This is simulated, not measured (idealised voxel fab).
You're looking at the process module voxel gate over fins.
The cross-section on display is named cut; it measures 245 nm wide, and its cells are 5 nm squares.
Just so we're on the same page, the cross-sections are grids of square cells, and they're listed out in bands top to bottom, each band one or more rows deep.
Within each band entry, the heights of the top and of the bottom of the band appear first, in that order and in nm; the materials of the band then follow from left to right, each with its corresponding width in nm. The designation "all across" on a single material indicates that it fills the band from edge to edge; the designation "blank" indicates empty space.
A quick word on heights: they are counted from 0, and under that level the wafer as it came to us is one material throughout. The lowest band is different from the rest in having no bottom; it simply continues downward, written as in "0 down".
Note: "30 to 40" means the width goes from the first number (top row of the band) to the second number (bottom row) in equal steps per row of cells.
What does "nothing changed" mean for a step? It means no cell of the cross-section changed in that step.
Reported under the label "Closed internal cavities" are the empty spaces having no open way to the top and comprising 8 cells or more; the notation for each is width x height at distance, in which the distance is measured from the left edge and all three values are in nm.
On each step's line, the part that comes after the settings is the simulator's own comment on the step.
overlay nm: where the mask lay relative to plan, measured to the right, on steps with a mask; negatives go left.
Read each pair as before and after one process step. The after cross-section shows only down to the lowest band that changed. The step between them and its settings are given below the pair. Pairs can come from different runs of this module on the same starting wafer. A pair continues from the pair above only where its "Before processing step" entry says so.

## Before processing step
  5 to 0: 30 blank, then 15 TiN, then 40 blank, then 15 TiN, then 40 blank, then 15 TiN, then 40 blank, then 15 TiN, then 35 blank
  0 to -10: 30 blank, then 5 TiN, then 5 Si, then 5 TiN, then 40 blank, then 5 TiN, then 5 Si, then 5 TiN, then 40 blank, then 5 TiN, then 5 Si, then 5 TiN, then 40 blank, then 5 TiN, then 5 Si, then 5 TiN, then 35 blank
  -10 to -15: 35 TiN, then 5 Si, then 50 TiN, then 5 Si, then 50 TiN, then 5 Si, then 50 TiN, then 5 Si, then 40 TiN
  -15 to -20: 35 SiO2, then 5 Si, then 50 SiO2, then 5 Si, then 50 SiO2, then 5 Si, then 50 SiO2, then 5 Si, then 40 SiO2
  -20 to -25: 35 SiO2, then 5 Si, then 15 SiO2, then 15 TiN, then 20 SiO2, then 5 Si, then 50 SiO2, then 5 Si, then 50 SiO2, then 5 Si, then 40 SiO2
  -25 to -35: 35 SiO2, then 5 Si, then 50 SiO2, then 5 Si, then 50 SiO2, then 5 Si, then 50 SiO2, then 5 Si, then 40 SiO2
  -35 down: Si all across
  Closed internal cavities: none

## Cross-Section After Step
  10 to 5: 25 blank, then 25 HfO2, then 30 blank, then 25 HfO2, then 30 blank, then 25 HfO2, then 30 blank, then 25 HfO2, then 30 blank
  5 to 0: 25 blank, then 5 HfO2, then 15 TiN, then 5 HfO2, then 30 blank, then 5 HfO2, then 15 TiN, then 5 HfO2, then 30 blank, then 5 HfO2, then 15 TiN, then 5 HfO2, then 30 blank, then 5 HfO2, then 15 TiN, then 5 HfO2, then 30 blank
  0 to -5: 25 blank, then 5 HfO2, then 5 TiN, then 5 Si, then 5 TiN, then 5 HfO2, then 30 blank, then 5 HfO2, then 5 TiN, then 5 Si, then 5 TiN, then 5 HfO2, then 30 blank, then 5 HfO2, then 5 TiN, then 5 Si, then 5 TiN, then 5 HfO2, then 30 blank, then 5 HfO2, then 5 TiN, then 5 Si, then 5 TiN, then 5 HfO2, then 30 blank
  -5 to -10: 30 HfO2, then 5 TiN, then 5 Si, then 5 TiN, then 40 HfO2, then 5 TiN, then 5 Si, then 5 TiN, then 40 HfO2, then 5 TiN, then 5 Si, then 5 TiN, then 40 HfO2, then 5 TiN, then 5 Si, then 5 TiN, then 35 HfO2
  Note: structure below -10 unchanged.
  Closed internal cavities: none
For reference, the processing step occurring between the two cross-sections presented above is as follows: CONFORMAL_DEP: material HfO2, thk nm 5

Before processing step: see the after view in the pair directly above.

## Cross-Section After Step
  20 to 10: W all across
  10 to 5: 25 W, then 25 HfO2, then 30 W, then 25 HfO2, then 30 W, then 25 HfO2, then 30 W, then 25 HfO2, then 30 W
  5 to 0: 25 W, then 5 HfO2, then 15 TiN, then 5 HfO2, then 30 W, then 5 HfO2, then 15 TiN, then 5 HfO2, then 30 W, then 5 HfO2, then 15 TiN, then 5 HfO2, then 30 W, then 5 HfO2, then 15 TiN, then 5 HfO2, then 30 W
  0 to -5: 25 W, then 5 HfO2, then 5 TiN, then 5 Si, then 5 TiN, then 5 HfO2, then 30 W, then 5 HfO2, then 5 TiN, then 5 Si, then 5 TiN, then 5 HfO2, then 30 W, then 5 HfO2, then 5 TiN, then 5 Si, then 5 TiN, then 5 HfO2, then 30 W, then 5 HfO2, then 5 TiN, then 5 Si, then 5 TiN, then 5 HfO2, then 30 W
  Note: structure below -5 unchanged.
  Closed internal cavities: none
For reference, the processing step occurring between the two cross-sections presented above is as follows: FILL_DEP: material W, thk nm 10

Before processing step: see the after view in the pair directly above.

## Cross-Section After Step
  15 to 10: W all across
  Note: structure below 10 unchanged.
  Closed internal cavities: none
For reference, the processing step occurring between the two cross-sections presented above is as follows: CMP: height nm 15

Before processing step: see the after view in the pair directly above.

## Cross-Section After Step
  20 to 15: SiN all across
  Note: structure below 15 unchanged.
  Closed internal cavities: none
For reference, the processing step occurring between the two cross-sections presented above is as follows: CONFORMAL_DEP: material SiN, thk nm 5

## Before processing step
  5 to 0: 30 SiO2, then 15 SiN, then 40 SiO2, then 15 SiN, then 40 SiO2, then 15 SiN, then 40 SiO2, then 15 SiN, then 35 SiO2
  0 to -20: 35 SiO2, then 5 Si, then 50 SiO2, then 5 Si, then 50 SiO2, then 5 Si, then 50 SiO2, then 5 Si, then 40 SiO2
  -20 to -25: 35 SiO2, then 5 Si, then 15 SiO2, then 15 TiN, then 20 SiO2, then 5 Si, then 50 SiO2, then 5 Si, then 50 SiO2, then 5 Si, then 40 SiO2
  -25 to -35: 35 SiO2, then 5 Si, then 50 SiO2, then 5 Si, then 50 SiO2, then 5 Si, then 50 SiO2, then 5 Si, then 40 SiO2
  -35 down: Si all across
  Closed internal cavities: none

## Cross-Section After Step
  5 to 0: 30 blank, then 15 SiN, then 40 blank, then 15 SiN, then 40 blank, then 15 SiN, then 40 blank, then 15 SiN, then 35 blank
  0 to -5: 35 blank, then 5 Si, then 50 blank, then 5 Si, then 50 blank, then 5 Si, then 50 blank, then 5 Si, then 40 blank
  Note: structure below -5 unchanged.
  Closed internal cavities: none
For reference, the processing step occurring between the two cross-sections presented above is as follows: SELECTIVE_ETCH: etch materials SiO2, depth nm 10

Before processing step: see the after view in the pair directly above.

## Cross-Section After Step
  0 to -5: 35 blank, then 5 Si, then 50 blank, then 5 Si, then 50 blank, then 5 Si, then 50 blank, then 5 Si, then 40 blank
  Note: structure below -5 unchanged.
  Closed internal cavities: none
For reference, the processing step occurring between the two cross-sections presented above is as follows: STRIP: etch materials SiN

Before processing step: see the after view in the pair directly above.

## Cross-Section After Step
  5 to 0: 30 blank, then 15 HfO2, then 40 blank, then 15 HfO2, then 40 blank, then 15 HfO2, then 40 blank, then 15 HfO2, then 35 blank
  0 to -5: 35 HfO2, then 5 Si, then 50 HfO2, then 5 Si, then 50 HfO2, then 5 Si, then 50 HfO2, then 5 Si, then 40 HfO2
  Note: structure below -5 unchanged.
  Closed internal cavities: none
For reference, the processing step occurring between the two cross-sections presented above is as follows: CONFORMAL_DEP: material HfO2, thk nm 5

Before processing step: see the after view in the pair directly above.

## Cross-Section After Step
  10 to 5: 25 blank, then 25 TiN, then 30 blank, then 25 TiN, then 30 blank, then 25 TiN, then 30 blank, then 25 TiN, then 30 blank
  5 to 0: 30 TiN, then 15 HfO2, then 40 TiN, then 15 HfO2, then 40 TiN, then 15 HfO2, then 40 TiN, then 15 HfO2, then 35 TiN
  Note: structure below 0 unchanged.
  Closed internal cavities: none
For reference, the processing step occurring between the two cross-sections presented above is as follows: CONFORMAL_DEP: material TiN, thk nm 5

Before processing step: see the after view in the pair directly above.

## Cross-Section After Step
  20 to 10: W all across
  10 to 5: 25 W, then 25 TiN, then 30 W, then 25 TiN, then 30 W, then 25 TiN, then 30 W, then 25 TiN, then 30 W
  Note: structure below 5 unchanged.
  Closed internal cavities: none
For reference, the processing step occurring between the two cross-sections presented above is as follows: FILL_DEP: material W, thk nm 10

Before processing step: see the after view in the pair directly above.

## Cross-Section After Step
  15 to 10: W all across
  Note: structure below 10 unchanged.
  Closed internal cavities: none
For reference, the processing step occurring between the two cross-sections presented above is as follows: CMP: height nm 15

Before processing step: see the after view in the pair directly above.

## Cross-Section After Step
  20 to 15: SiN all across
  Note: structure below 15 unchanged.
  Closed internal cavities: none
For reference, the processing step occurring between the two cross-sections presented above is as follows: CONFORMAL_DEP: material SiN, thk nm 5

## Before processing step
  5 to 0: 30 SiO2, then 15 SiN, then 40 SiO2, then 15 SiN, then 40 SiO2, then 15 SiN, then 40 SiO2, then 15 SiN, then 35 SiO2
  0 to -35: 35 SiO2, then 5 Si, then 50 SiO2, then 5 Si, then 50 SiO2, then 5 Si, then 50 SiO2, then 5 Si, then 40 SiO2
  -35 down: Si all across
  Closed internal cavities: none

## Cross-Section After Step
  25 to 5: 55 resist, then 20 blank, then 170 resist
  Note: structure below 5 unchanged.
  Closed internal cavities: none
For reference, the processing step occurring between the two cross-sections presented above is as follows: PATTERN: tone open, mask id RAIL, material resist, width nm 20, thk nm 20, overlay nm 0

Before processing step: see the after view in the pair directly above.

## Cross-Section After Step
  25 to 5: 55 resist, then 20 blank, then 170 resist
  5 to 0: 30 SiO2, then 15 SiN, then 10 SiO2, then 20 blank, then 10 SiO2, then 15 SiN, then 40 SiO2, then 15 SiN, then 40 SiO2, then 15 SiN, then 35 SiO2
  0 to -25: 35 SiO2, then 5 Si, then 15 SiO2, then 20 blank, then 15 SiO2, then 5 Si, then 50 SiO2, then 5 Si, then 50 SiO2, then 5 Si, then 40 SiO2
  Note: structure below -25 unchanged.
  Closed internal cavities: none
For reference, the processing step occurring between the two cross-sections presented above is as follows: DIRECTIONAL_ETCH: etch materials SiO2, depth nm 30

Before processing step: see the after view in the pair directly above.

## Cross-Section After Step
  5 to 0: 30 SiO2, then 15 SiN, then 10 SiO2, then 20 blank, then 10 SiO2, then 15 SiN, then 40 SiO2, then 15 SiN, then 40 SiO2, then 15 SiN, then 35 SiO2
  Note: structure below 0 unchanged.
  Closed internal cavities: none
For reference, the processing step occurring between the two cross-sections presented above is as follows: STRIP: etch materials resist

Before processing step: see the after view in the pair directly above.

## Cross-Section After Step
  10 to 5: 60 TiN, then 10 blank, then 175 TiN
  5 to 0: 30 SiO2, then 15 SiN, then 10 SiO2, then 5 TiN, then 10 blank, then 5 TiN, then 10 SiO2, then 15 SiN, then 40 SiO2, then 15 SiN, then 40 SiO2, then 15 SiN, then 35 SiO2
  0 to -20: 35 SiO2, then 5 Si, then 15 SiO2, then 5 TiN, then 10 blank, then 5 TiN, then 15 SiO2, then 5 Si, then 50 SiO2, then 5 Si, then 50 SiO2, then 5 Si, then 40 SiO2
  -20 to -25: 35 SiO2, then 5 Si, then 15 SiO2, then 20 TiN, then 15 SiO2, then 5 Si, then 50 SiO2, then 5 Si, then 50 SiO2, then 5 Si, then 40 SiO2
  Note: structure below -25 unchanged.
  Closed internal cavities: none
For reference, the processing step occurring between the two cross-sections presented above is as follows: CONFORMAL_DEP: material TiN, thk nm 5

Before processing step: see the after view in the pair directly above.

## Cross-Section After Step
  15 to 10: W all across
  10 to 5: 60 TiN, then 10 W, then 175 TiN
  5 to 0: 30 SiO2, then 15 SiN, then 10 SiO2, then 5 TiN, then 10 W, then 5 TiN, then 10 SiO2, then 15 SiN, then 40 SiO2, then 15 SiN, then 40 SiO2, then 15 SiN, then 35 SiO2
  0 to -20: 35 SiO2, then 5 Si, then 15 SiO2, then 5 TiN, then 10 W, then 5 TiN, then 15 SiO2, then 5 Si, then 50 SiO2, then 5 Si, then 50 SiO2, then 5 Si, then 40 SiO2
  Note: structure below -20 unchanged.
  Closed internal cavities: none
For reference, the processing step occurring between the two cross-sections presented above is as follows: FILL_DEP: material W, thk nm 5

Before processing step: see the after view in the pair directly above.

## Cross-Section After Step
  5 to 0: 30 SiO2, then 15 SiN, then 10 SiO2, then 5 TiN, then 10 W, then 5 TiN, then 10 SiO2, then 15 SiN, then 40 SiO2, then 15 SiN, then 40 SiO2, then 15 SiN, then 35 SiO2
  Note: structure below 0 unchanged.
  Closed internal cavities: none
For reference, the processing step occurring between the two cross-sections presented above is as follows: CMP: height nm 5

Before processing step: see the after view in the pair directly above.

## Cross-Section After Step
  5 to 0: 30 SiO2, then 15 SiN, then 10 SiO2, then 20 blank, then 10 SiO2, then 15 SiN, then 40 SiO2, then 15 SiN, then 40 SiO2, then 15 SiN, then 35 SiO2
  0 to -20: 35 SiO2, then 5 Si, then 15 SiO2, then 20 blank, then 15 SiO2, then 5 Si, then 50 SiO2, then 5 Si, then 50 SiO2, then 5 Si, then 40 SiO2
  Note: structure below -20 unchanged.
  Closed internal cavities: none
For reference, the processing step occurring between the two cross-sections presented above is as follows: SELECTIVE_ETCH: etch materials W Ru TiN, depth nm 25

Before processing step: see the after view in the pair directly above.

## Cross-Section After Step
  10 to 5: SiO2 all across
  5 to 0: 30 SiO2, then 15 SiN, then 40 SiO2, then 15 SiN, then 40 SiO2, then 15 SiN, then 40 SiO2, then 15 SiN, then 35 SiO2
  0 to -20: 35 SiO2, then 5 Si, then 50 SiO2, then 5 Si, then 50 SiO2, then 5 Si, then 50 SiO2, then 5 Si, then 40 SiO2
  Note: structure below -20 unchanged.
  Closed internal cavities: none
For reference, the processing step occurring between the two cross-sections presented above is as follows: FILL_DEP: material SiO2, thk nm 5

Before processing step: see the after view in the pair directly above.

## Cross-Section After Step
  5 to 0: 30 SiO2, then 15 SiN, then 40 SiO2, then 15 SiN, then 40 SiO2, then 15 SiN, then 40 SiO2, then 15 SiN, then 35 SiO2
  Note: structure below 0 unchanged.
  Closed internal cavities: none
For reference, the processing step occurring between the two cross-sections presented above is as follows: CMP: height nm 5

Before processing step: see the after view in the pair directly above.

## Cross-Section After Step
  5 to 0: 30 blank, then 15 SiN, then 40 blank, then 15 SiN, then 40 blank, then 15 SiN, then 40 blank, then 15 SiN, then 35 blank
  0 to -15: 35 blank, then 5 Si, then 50 blank, then 5 Si, then 50 blank, then 5 Si, then 50 blank, then 5 Si, then 40 blank
  Note: structure below -15 unchanged.
  Closed internal cavities: none
For reference, the processing step occurring between the two cross-sections presented above is as follows: SELECTIVE_ETCH: etch materials SiO2, depth nm 20

Before processing step: see the after view in the pair directly above.

## Cross-Section After Step
  0 to -15: 35 blank, then 5 Si, then 50 blank, then 5 Si, then 50 blank, then 5 Si, then 50 blank, then 5 Si, then 40 blank
  Note: structure below -15 unchanged.
  Closed internal cavities: none
For reference, the processing step occurring between the two cross-sections presented above is as follows: STRIP: etch materials SiN

Before processing step: see the after view in the pair directly above.

## Cross-Section After Step
  5 to 0: 30 blank, then 15 HfO2, then 40 blank, then 15 HfO2, then 40 blank, then 15 HfO2, then 40 blank, then 15 HfO2, then 35 blank
  0 to -10: 30 blank, then 5 HfO2, then 5 Si, then 5 HfO2, then 40 blank, then 5 HfO2, then 5 Si, then 5 HfO2, then 40 blank, then 5 HfO2, then 5 Si, then 5 HfO2, then 40 blank, then 5 HfO2, then 5 Si, then 5 HfO2, then 35 blank
  -10 to -15: 35 HfO2, then 5 Si, then 50 HfO2, then 5 Si, then 50 HfO2, then 5 Si, then 50 HfO2, then 5 Si, then 40 HfO2
  Note: structure below -15 unchanged.
  Closed internal cavities: none
For reference, the processing step occurring between the two cross-sections presented above is as follows: CONFORMAL_DEP: material HfO2, thk nm 5

Before processing step: see the after view in the pair directly above.

## Cross-Section After Step
  10 to 5: 25 blank, then 25 TiN, then 30 blank, then 25 TiN, then 30 blank, then 25 TiN, then 30 blank, then 25 TiN, then 30 blank
  5 to 0: 25 blank, then 5 TiN, then 15 HfO2, then 5 TiN, then 30 blank, then 5 TiN, then 15 HfO2, then 5 TiN, then 30 blank, then 5 TiN, then 15 HfO2, then 5 TiN, then 30 blank, then 5 TiN, then 15 HfO2, then 5 TiN, then 30 blank
  0 to -5: 25 blank, then 5 TiN, then 5 HfO2, then 5 Si, then 5 HfO2, then 5 TiN, then 30 blank, then 5 TiN, then 5 HfO2, then 5 Si, then 5 HfO2, then 5 TiN, then 30 blank, then 5 TiN, then 5 HfO2, then 5 Si, then 5 HfO2, then 5 TiN, then 30 blank, then 5 TiN, then 5 HfO2, then 5 Si, then 5 HfO2, then 5 TiN, then 30 blank
  -5 to -10: 30 TiN, then 5 HfO2, then 5 Si, then 5 HfO2, then 40 TiN, then 5 HfO2, then 5 Si, then 5 HfO2, then 40 TiN, then 5 HfO2, then 5 Si, then 5 HfO2, then 40 TiN, then 5 HfO2, then 5 Si, then 5 HfO2, then 35 TiN
  Note: structure below -10 unchanged.
  Closed internal cavities: none
For reference, the processing step occurring between the two cross-sections presented above is as follows: CONFORMAL_DEP: material TiN, thk nm 5

Before processing step: see the after view in the pair directly above.

## Cross-Section After Step
  20 to 10: W all across
  10 to 5: 25 W, then 25 TiN, then 30 W, then 25 TiN, then 30 W, then 25 TiN, then 30 W, then 25 TiN, then 30 W
  5 to 0: 25 W, then 5 TiN, then 15 HfO2, then 5 TiN, then 30 W, then 5 TiN, then 15 HfO2, then 5 TiN, then 30 W, then 5 TiN, then 15 HfO2, then 5 TiN, then 30 W, then 5 TiN, then 15 HfO2, then 5 TiN, then 30 W
  0 to -5: 25 W, then 5 TiN, then 5 HfO2, then 5 Si, then 5 HfO2, then 5 TiN, then 30 W, then 5 TiN, then 5 HfO2, then 5 Si, then 5 HfO2, then 5 TiN, then 30 W, then 5 TiN, then 5 HfO2, then 5 Si, then 5 HfO2, then 5 TiN, then 30 W, then 5 TiN, then 5 HfO2, then 5 Si, then 5 HfO2, then 5 TiN, then 30 W
  Note: structure below -5 unchanged.
  Closed internal cavities: none
For reference, the processing step occurring between the two cross-sections presented above is as follows: FILL_DEP: material W, thk nm 10

Before processing step: see the after view in the pair directly above.

## Cross-Section After Step
  15 to 10: W all across
  Note: structure below 10 unchanged.
  Closed internal cavities: none
For reference, the processing step occurring between the two cross-sections presented above is as follows: CMP: height nm 15

Before processing step: see the after view in the pair directly above.

## Cross-Section After Step
  20 to 15: SiN all across
  Note: structure below 15 unchanged.
  Closed internal cavities: none
For reference, the processing step occurring between the two cross-sections presented above is as follows: CONFORMAL_DEP: material SiN, thk nm 5

## Before processing step
  5 to 0: SiN all across
  0 down: Si all across
  Closed internal cavities: none

## Cross-Section After Step
  5 to 0: 35 blank, then 15 SiN, then 40 blank, then 15 SiN, then 40 blank, then 15 SiN, then 40 blank, then 15 SiN, then 30 blank
  Note: structure below 0 unchanged.
  Closed internal cavities: none
For reference, the processing step occurring between the two cross-sections presented above is as follows: MASKED_ETCH: tone cover, mask id FINS, width nm 15, pitch nm 55, etch materials SiN, depth nm 5, overlay nm 5

Before processing step: see the after view in the pair directly above.

## Cross-Section After Step
  5 to 0: 35 blank, then 15 SiN, then 40 blank, then 15 SiN, then 40 blank, then 15 SiN, then 40 blank, then 15 SiN, then 30 blank
  0 to -30: 30 blank, then 20 Si, then 35 blank, then 20 Si, then 35 blank, then 20 Si, then 35 blank, then 20 Si, then 30 blank
  Note: structure below -30 unchanged.
  Closed internal cavities: none
For reference, the processing step occurring between the two cross-sections presented above is as follows: MASKED_ETCH: tone cover, mask id FINS, width nm 15, pitch nm 55, etch materials Si, depth nm 30, overlay nm 0

Before processing step: see the after view in the pair directly above.

## Cross-Section After Step
  5 to 0: 35 blank, then 15 SiN, then 40 blank, then 15 SiN, then 40 blank, then 15 SiN, then 40 blank, then 15 SiN, then 30 blank
  0 to -5: 30 blank, then 10 SiO2, then 5 Si, then 5 SiO2, then 35 blank, then 10 SiO2, then 5 Si, then 5 SiO2, then 35 blank, then 10 SiO2, then 5 Si, then 5 SiO2, then 35 blank, then 10 SiO2, then 5 Si, then 5 SiO2, then 30 blank
  -5 to -30: 30 blank, then 5 SiO2, then 10 Si, then 5 SiO2, then 35 blank, then 5 SiO2, then 10 Si, then 5 SiO2, then 35 blank, then 5 SiO2, then 10 Si, then 5 SiO2, then 35 blank, then 5 SiO2, then 10 Si, then 5 SiO2, then 30 blank
  -30 to -35: 35 SiO2, then 10 Si, then 45 SiO2, then 10 Si, then 45 SiO2, then 10 Si, then 45 SiO2, then 10 Si, then 35 SiO2
  Note: structure below -35 unchanged.
  Closed internal cavities: none
For reference, the processing step occurring between the two cross-sections presented above is as follows: OXIDIZE: depth nm 5

Before processing step: see the after view in the pair directly above.

## Cross-Section After Step
  20 to 5: SiO2 all across
  5 to 0: 35 SiO2, then 15 SiN, then 40 SiO2, then 15 SiN, then 40 SiO2, then 15 SiN, then 40 SiO2, then 15 SiN, then 30 SiO2
  0 to -5: 40 SiO2, then 5 Si, then 50 SiO2, then 5 Si, then 50 SiO2, then 5 Si, then 50 SiO2, then 5 Si, then 35 SiO2
  -5 to -35: 35 SiO2, then 10 Si, then 45 SiO2, then 10 Si, then 45 SiO2, then 10 Si, then 45 SiO2, then 10 Si, then 35 SiO2
  Note: structure below -35 unchanged.
  Closed internal cavities: none
For reference, the processing step occurring between the two cross-sections presented above is as follows: FILL_DEP: material SiO2, thk nm 15

Before processing step: see the after view in the pair directly above.

## Cross-Section After Step
  5 to 0: 35 SiO2, then 15 SiN, then 40 SiO2, then 15 SiN, then 40 SiO2, then 15 SiN, then 40 SiO2, then 15 SiN, then 30 SiO2
  Note: structure below 0 unchanged.
  Closed internal cavities: none
For reference, the processing step occurring between the two cross-sections presented above is as follows: CMP: height nm 5

Before processing step: see the after view in the pair directly above.

## Cross-Section After Step
  25 to 5: 55 resist, then 15 blank, then 175 resist
  Note: structure below 5 unchanged.
  Closed internal cavities: none
For reference, the processing step occurring between the two cross-sections presented above is as follows: PATTERN: tone open, mask id RAIL, material resist, width nm 15, thk nm 20, overlay nm 0

Before processing step: see the after view in the pair directly above.

## Cross-Section After Step
  25 to 5: 55 resist, then 15 blank, then 175 resist
  5 to 0: 35 SiO2, then 15 SiN, then 5 SiO2, then 15 blank, then 20 SiO2, then 15 SiN, then 40 SiO2, then 15 SiN, then 40 SiO2, then 15 SiN, then 30 SiO2
  0 to -5: 40 SiO2, then 5 Si, then 10 SiO2, then 15 blank, then 25 SiO2, then 5 Si, then 50 SiO2, then 5 Si, then 50 SiO2, then 5 Si, then 35 SiO2
  -5 to -25: 35 SiO2, then 10 Si, then 10 SiO2, then 15 blank, then 20 SiO2, then 10 Si, then 45 SiO2, then 10 Si, then 45 SiO2, then 10 Si, then 35 SiO2
  Note: structure below -25 unchanged.
  Closed internal cavities: none
For reference, the processing step occurring between the two cross-sections presented above is as follows: DIRECTIONAL_ETCH: etch materials SiO2, depth nm 30

Before processing step: see the after view in the pair directly above.

## Cross-Section After Step
  5 to 0: 35 SiO2, then 15 SiN, then 5 SiO2, then 15 blank, then 20 SiO2, then 15 SiN, then 40 SiO2, then 15 SiN, then 40 SiO2, then 15 SiN, then 30 SiO2
  Note: structure below 0 unchanged.
  Closed internal cavities: none
For reference, the processing step occurring between the two cross-sections presented above is as follows: STRIP: etch materials resist

Before processing step: see the after view in the pair directly above.

## Cross-Section After Step
  10 to 5: 60 TiN, then 5 blank, then 180 TiN
  5 to 0: 35 SiO2, then 15 SiN, then 5 SiO2, then 5 TiN, then 5 blank, then 5 TiN, then 20 SiO2, then 15 SiN, then 40 SiO2, then 15 SiN, then 40 SiO2, then 15 SiN, then 30 SiO2
  0 to -5: 40 SiO2, then 5 Si, then 10 SiO2, then 5 TiN, then 5 blank, then 5 TiN, then 25 SiO2, then 5 Si, then 50 SiO2, then 5 Si, then 50 SiO2, then 5 Si, then 35 SiO2
  -5 to -20: 35 SiO2, then 10 Si, then 10 SiO2, then 5 TiN, then 5 blank, then 5 TiN, then 20 SiO2, then 10 Si, then 45 SiO2, then 10 Si, then 45 SiO2, then 10 Si, then 35 SiO2
  -20 to -25: 35 SiO2, then 10 Si, then 10 SiO2, then 15 TiN, then 20 SiO2, then 10 Si, then 45 SiO2, then 10 Si, then 45 SiO2, then 10 Si, then 35 SiO2
  Note: structure below -25 unchanged.
  Closed internal cavities: none
For reference, the processing step occurring between the two cross-sections presented above is as follows: CONFORMAL_DEP: material TiN, thk nm 5

Before processing step: see the after view in the pair directly above.

## Cross-Section After Step
  15 to 10: W all across
  10 to 5: 60 TiN, then 5 W, then 180 TiN
  5 to 0: 35 SiO2, then 15 SiN, then 5 SiO2, then 5 TiN, then 5 W, then 5 TiN, then 20 SiO2, then 15 SiN, then 40 SiO2, then 15 SiN, then 40 SiO2, then 15 SiN, then 30 SiO2
  0 to -5: 40 SiO2, then 5 Si, then 10 SiO2, then 5 TiN, then 5 W, then 5 TiN, then 25 SiO2, then 5 Si, then 50 SiO2, then 5 Si, then 50 SiO2, then 5 Si, then 35 SiO2
  -5 to -20: 35 SiO2, then 10 Si, then 10 SiO2, then 5 TiN, then 5 W, then 5 TiN, then 20 SiO2, then 10 Si, then 45 SiO2, then 10 Si, then 45 SiO2, then 10 Si, then 35 SiO2
  Note: structure below -20 unchanged.
  Closed internal cavities: none
For reference, the processing step occurring between the two cross-sections presented above is as follows: FILL_DEP: material W, thk nm 5

Before processing step: see the after view in the pair directly above.

## Cross-Section After Step
  5 to 0: 35 SiO2, then 15 SiN, then 5 SiO2, then 5 TiN, then 5 W, then 5 TiN, then 20 SiO2, then 15 SiN, then 40 SiO2, then 15 SiN, then 40 SiO2, then 15 SiN, then 30 SiO2
  Note: structure below 0 unchanged.
  Closed internal cavities: none
For reference, the processing step occurring between the two cross-sections presented above is as follows: CMP: height nm 5

Before processing step: see the after view in the pair directly above.

## Cross-Section After Step
  5 to 0: 35 SiO2, then 15 SiN, then 5 SiO2, then 15 blank, then 20 SiO2, then 15 SiN, then 40 SiO2, then 15 SiN, then 40 SiO2, then 15 SiN, then 30 SiO2
  0 to -5: 40 SiO2, then 5 Si, then 10 SiO2, then 15 blank, then 25 SiO2, then 5 Si, then 50 SiO2, then 5 Si, then 50 SiO2, then 5 Si, then 35 SiO2
  -5 to -20: 35 SiO2, then 10 Si, then 10 SiO2, then 15 blank, then 20 SiO2, then 10 Si, then 45 SiO2, then 10 Si, then 45 SiO2, then 10 Si, then 35 SiO2
  Note: structure below -20 unchanged.
  Closed internal cavities: none
For reference, the processing step occurring between the two cross-sections presented above is as follows: SELECTIVE_ETCH: etch materials W Ru TiN, depth nm 25

Before processing step: see the after view in the pair directly above.

## Cross-Section After Step
  10 to 5: SiO2 all across
  5 to 0: 35 SiO2, then 15 SiN, then 40 SiO2, then 15 SiN, then 40 SiO2, then 15 SiN, then 40 SiO2, then 15 SiN, then 30 SiO2
  0 to -5: 40 SiO2, then 5 Si, then 50 SiO2, then 5 Si, then 50 SiO2, then 5 Si, then 50 SiO2, then 5 Si, then 35 SiO2
  -5 to -20: 35 SiO2, then 10 Si, then 45 SiO2, then 10 Si, then 45 SiO2, then 10 Si, then 45 SiO2, then 10 Si, then 35 SiO2
  Note: structure below -20 unchanged.
  Closed internal cavities: none
For reference, the processing step occurring between the two cross-sections presented above is as follows: FILL_DEP: material SiO2, thk nm 5

Before processing step: see the after view in the pair directly above.

## Cross-Section After Step
  5 to 0: 35 SiO2, then 15 SiN, then 40 SiO2, then 15 SiN, then 40 SiO2, then 15 SiN, then 40 SiO2, then 15 SiN, then 30 SiO2
  Note: structure below 0 unchanged.
  Closed internal cavities: none
For reference, the processing step occurring between the two cross-sections presented above is as follows: CMP: height nm 5

Before processing step: see the after view in the pair directly above.

## Cross-Section After Step
  5 to 0: 35 blank, then 15 SiN, then 40 blank, then 15 SiN, then 40 blank, then 15 SiN, then 40 blank, then 15 SiN, then 30 blank
  0 to -5: 40 blank, then 5 Si, then 50 blank, then 5 Si, then 50 blank, then 5 Si, then 50 blank, then 5 Si, then 35 blank
  -5 to -15: 35 blank, then 10 Si, then 45 blank, then 10 Si, then 45 blank, then 10 Si, then 45 blank, then 10 Si, then 35 blank
  Note: structure below -15 unchanged.
  Closed internal cavities: none
For reference, the processing step occurring between the two cross-sections presented above is as follows: SELECTIVE_ETCH: etch materials SiO2, depth nm 20

Before processing step: see the after view in the pair directly above.

## Cross-Section After Step
  0 to -5: 40 blank, then 5 Si, then 50 blank, then 5 Si, then 50 blank, then 5 Si, then 50 blank, then 5 Si, then 35 blank
  Note: structure below -5 unchanged.
  Closed internal cavities: none
For reference, the processing step occurring between the two cross-sections presented above is as follows: STRIP: etch materials SiN

Before processing step: see the after view in the pair directly above.

## Cross-Section After Step
  5 to 0: 35 blank, then 15 HfO2, then 40 blank, then 15 HfO2, then 40 blank, then 15 HfO2, then 40 blank, then 15 HfO2, then 30 blank
  0 to -10: 30 blank, then 10 to 5 HfO2, then 5 to 10 Si, then 5 HfO2, then 35 blank, then 10 to 5 HfO2, then 5 to 10 Si, then 5 HfO2, then 35 blank, then 10 to 5 HfO2, then 5 to 10 Si, then 5 HfO2, then 35 blank, then 10 to 5 HfO2, then 5 to 10 Si, then 5 HfO2, then 30 blank
  -10 to -15: 35 HfO2, then 10 Si, then 45 HfO2, then 10 Si, then 45 HfO2, then 10 Si, then 45 HfO2, then 10 Si, then 35 HfO2
  Note: structure below -15 unchanged.
  Closed internal cavities: none
For reference, the processing step occurring between the two cross-sections presented above is as follows: CONFORMAL_DEP: material HfO2, thk nm 5
